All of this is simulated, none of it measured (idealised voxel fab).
voxel wiring stack: a process module
cross-section cut | 300 nm wide | cells 5 nm
A cross-section in this document is a grid of square cells, and it is written down as bands, the top band listed before the ones below it; a band is made up of one or more rows of cells.
This entry defines a band. It first specifies the height of the band's top and the height of its bottom in nm, and then specifies the band's materials from left to right, stating each material with its width in nm. The word "all across" identifies a single material that fills the band from edge to edge, while the word "air" identifies empty space.
Heads up on the height convention: 0 is the point under which the incoming wafer is all one material, and the lowest band has no bottom, it just keeps going down, like "0 -> down".
The width entry "30->40" should be interpreted row by row: the top row of cells in the band takes the first number, the bottom row takes the second number, and the change between adjacent rows is uniform throughout.
Step note "nothing was modified" = no cross-section cell changed.
For the entry "Enclosed void entries", the listed items are empty spaces with no open way to the top whose size is 8 cells or more; each item follows the pattern width x height at distance, where distance is from the left edge and all three are in nm.
Whatever follows a step's settings on its line is a remark the simulator itself makes about that step.
Regarding "overlay nm": on a step with a mask, it is the distance the mask lay to the right of its planned place; a negative value places it to the left.

# The process steps that were planned are listed below
1. RECEIVE [material Si]
2. CONFORMAL_DEP [material SiO2] [thk nm 15]
3. DIRECTIONAL_DEP [material TiN] [thk nm 5]
4. DIRECTIONAL_DEP [material Ru] [thk nm 25]
5. PATTERN [tone cover] [mask id METAL_1] [material resist] [width nm 30] [pitch nm 45] [thk nm 20] [overlay nm 0]
6. DIRECTIONAL_ETCH [etch materials Ru] [depth nm 25]
7. DIRECTIONAL_ETCH [etch materials TiN] [depth nm 5]
8. STRIP [etch materials resist]
9. CONFORMAL_DEP [material SiN] [thk nm 5]
10. FILL_DEP [material lowk] [thk nm 10]
11. CMP [height nm 45]
12. CONFORMAL_DEP [material SiCN] [thk nm 5]
13. DIRECTIONAL_DEP [material lowk] [thk nm 30]
14. MASKED_ETCH [tone open] [mask id METAL_2_HOLES] [width nm 15] [pitch nm 45] [etch materials lowk] [depth nm 30] [overlay nm 0]
15. MASKED_ETCH [tone open] [mask id METAL_2] [width nm 30] [pitch nm 45] [etch materials lowk] [depth nm 15] [overlay nm 0]
16. MASKED_ETCH [tone open] [mask id METAL_2] [width nm 30] [pitch nm 45] [etch materials SiCN] [depth nm 5] [overlay nm 0]
17. CONFORMAL_DEP [material TiN] [thk nm 5]
18. FILL_DEP [material Cu] [thk nm 10]
19. CMP [height nm 80]
20. CONFORMAL_DEP [material SiCN] [thk nm 5]
21. DIRECTIONAL_DEP [material SiO2] [thk nm 30]
22. PATTERN [tone open] [mask id METAL_3] [material resist] [width nm 20] [pitch nm 45] [thk nm 20] [overlay nm 0]
23. DIRECTIONAL_ETCH [etch materials SiO2] [depth nm 15]
24. STRIP [etch materials resist]
25. MASKED_ETCH [tone open] [mask id METAL_3_HOLES] [width nm 15] [pitch nm 45] [etch materials SiO2] [depth nm 15] [overlay nm 0]
26. MASKED_ETCH [tone open] [mask id METAL_3_HOLES] [width nm 15] [pitch nm 45] [etch materials SiCN] [depth nm 5] [overlay nm 0]
27. CONFORMAL_DEP [material TiN] [thk nm 5]
28. FILL_DEP [material Cu] [thk nm 10]
29. CMP [height nm 115]
30. CONFORMAL_DEP [material SiN] [thk nm 5]
Across this set of wafers, the varied parameter is the width nm of step 22. Starting conditions are identical for every wafer, and the plan reports the value assigned to the first wafer.

# Cross-section of the first of several wafers on receipt, reflecting completion of step 1
	0 -> down  Si all across
	Enclosed void entries: none

# Rows = wafers. At module end, each row lists per material the cells gained (+) or lost (-) since the wafer was received, then the closed voids
width nm 20 | +72 Cu | +120 Ru | +100 SiCN | +136 SiN | +456 SiO2 | +164 TiN | +392 lowk | Enclosed void entries: none
width nm 25 | +80 Cu | +120 Ru | +100 SiCN | +136 SiN | +444 SiO2 | +168 TiN | +392 lowk | Enclosed void entries: none
width nm 30 | +96 Cu | +120 Ru | +96 SiCN | +136 SiN | +432 SiO2 | +168 TiN | +392 lowk | Enclosed void entries: none
